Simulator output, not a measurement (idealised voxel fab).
process module | voxel capacitor over wiring
cross-section cut | 190 nm wide | cells 5 nm
A cross-section is a grid of square cells, given in bands from the top down. A band is one or more rows of cells.
Each band's line starts with the height of the band's top and of its bottom, in nm. Then come its materials from left to right, each with its width in nm. One material with "throughout" fills the band from edge to edge. "air" is empty space.
Height 0 is the level under which the wafer as received is all one material. The lowest band goes on downwards, as in "0 down".
A width such as "30 to 40" changes by the same amount from each row of cells to the next, from the band's top row to its bottom row.
"no change" after a step means that no cell of the cross-section changed.
closed voids: empty space of 8 cells or more with no open way to the top, each as width x height at its distance from the left edge, in nm
after a step's settings: what the simulator itself notes on the step
overlay nm, on a step with a mask: how far to the right of its planned place the mask lay; to the left if negative
plan
1 op RECEIVE | material Si
2 op CONFORMAL_DEP | material SiO2 | thk nm 15
3 op DIRECTIONAL_DEP | material TiN | thk nm 5
4 op DIRECTIONAL_DEP | material Ru | thk nm 20
5 op PATTERN | tone cover | mask id METAL_1 | material resist | width nm 25 | pitch nm 95 | thk nm 20 | overlay nm 0
6 op DIRECTIONAL_ETCH | etch materials Ru | depth nm 20
7 op DIRECTIONAL_ETCH | etch materials TiN | depth nm 5
8 op STRIP | etch materials resist
9 op CONFORMAL_DEP | material SiN | thk nm 5
10 op FILL_DEP | material SiO2 | thk nm 5
11 op CMP | height nm 40
12 op CONFORMAL_DEP | material SiCN | thk nm 5
13 op DIRECTIONAL_DEP | material SiO2 | thk nm 15
14 op DIRECTIONAL_DEP | material aC | thk nm 15
15 op PATTERN | tone open | mask id PLUG_1 | material resist | width nm 15 | thk nm 30 | overlay nm 0
16 op DIRECTIONAL_ETCH | etch materials aC | depth nm 15
17 op STRIP | etch materials resist
18 op DIRECTIONAL_ETCH | etch materials SiO2 | depth nm 15
19 op DIRECTIONAL_ETCH | etch materials SiCN | depth nm 5
20 op STRIP | etch materials aC
21 op CONFORMAL_DEP | material TiN | thk nm 5
22 op FILL_DEP | material W | thk nm 5
23 op CMP | height nm 60
24 op DIRECTIONAL_DEP | material TiN | thk nm 10
25 op DIRECTIONAL_DEP | material HfO2 | thk nm 5
26 op DIRECTIONAL_DEP | material TiN | thk nm 10
27 op PATTERN | tone cover | mask id UPPER_PLATE | material resist | width nm 65 | thk nm 15 | overlay nm 0
28 op DIRECTIONAL_ETCH | etch materials TiN | depth nm 10
29 op DIRECTIONAL_ETCH | etch materials HfO2 | depth nm 5
30 op STRIP | etch materials resist
31 op PATTERN | tone cover | mask id LOWER_PLATE | material resist | width nm 85 | thk nm 15 | overlay nm 0
32 op DIRECTIONAL_ETCH | etch materials TiN | depth nm 10
33 op STRIP | etch materials resist
34 op FILL_DEP | material SiO2 | thk nm 20
35 op CMP | height nm 100
36 op DIRECTIONAL_DEP | material aC | thk nm 15
37 op PATTERN | tone open | mask id PLUG_2 | material resist | width nm 15 | thk nm 30 | overlay nm 0
38 op DIRECTIONAL_ETCH | etch materials aC | depth nm 15
39 op STRIP | etch materials resist
40 op DIRECTIONAL_ETCH | etch materials SiO2 | depth nm 15
41 op STRIP | etch materials aC
42 op CONFORMAL_DEP | material TiN | thk nm 5
43 op FILL_DEP | material Cu | thk nm 10
44 op CMP | height nm 100
45 op CONFORMAL_DEP | material SiCN | thk nm 5
varied across the wafers: width nm of step 27. The plan shows the first wafer's value. All wafers start alike
first wafer as received, after step 1
  0 down: Si throughout
  closed voids: none
each wafer at the end: cells of each material gained (+) or lost (-) since it was received, then its closed voids
width nm 65 | +2 Cu | +13 HfO2 | +40 Ru | +73 SiCN | +44 SiN | +537 SiO2 | +86 TiN | +3 W | closed voids: none
width nm 70 | +2 Cu | +14 HfO2 | +40 Ru | +73 SiCN | +44 SiN | +534 SiO2 | +88 TiN | +3 W | closed voids: none
width nm 75 | +2 Cu | +15 HfO2 | +40 Ru | +73 SiCN | +44 SiN | +531 SiO2 | +90 TiN | +3 W | closed voids: none
width nm 80 | +2 Cu | +16 HfO2 | +40 Ru | +73 SiCN | +44 SiN | +528 SiO2 | +92 TiN | +3 W | closed voids: none
width nm 85 | +2 Cu | +17 HfO2 | +40 Ru | +73 SiCN | +44 SiN | +525 SiO2 | +94 TiN | +3 W | closed voids: none
width nm 90 | +2 Cu | +18 HfO2 | +40 Ru | +73 SiCN | +44 SiN | +522 SiO2 | +96 TiN | +3 W | closed voids: none
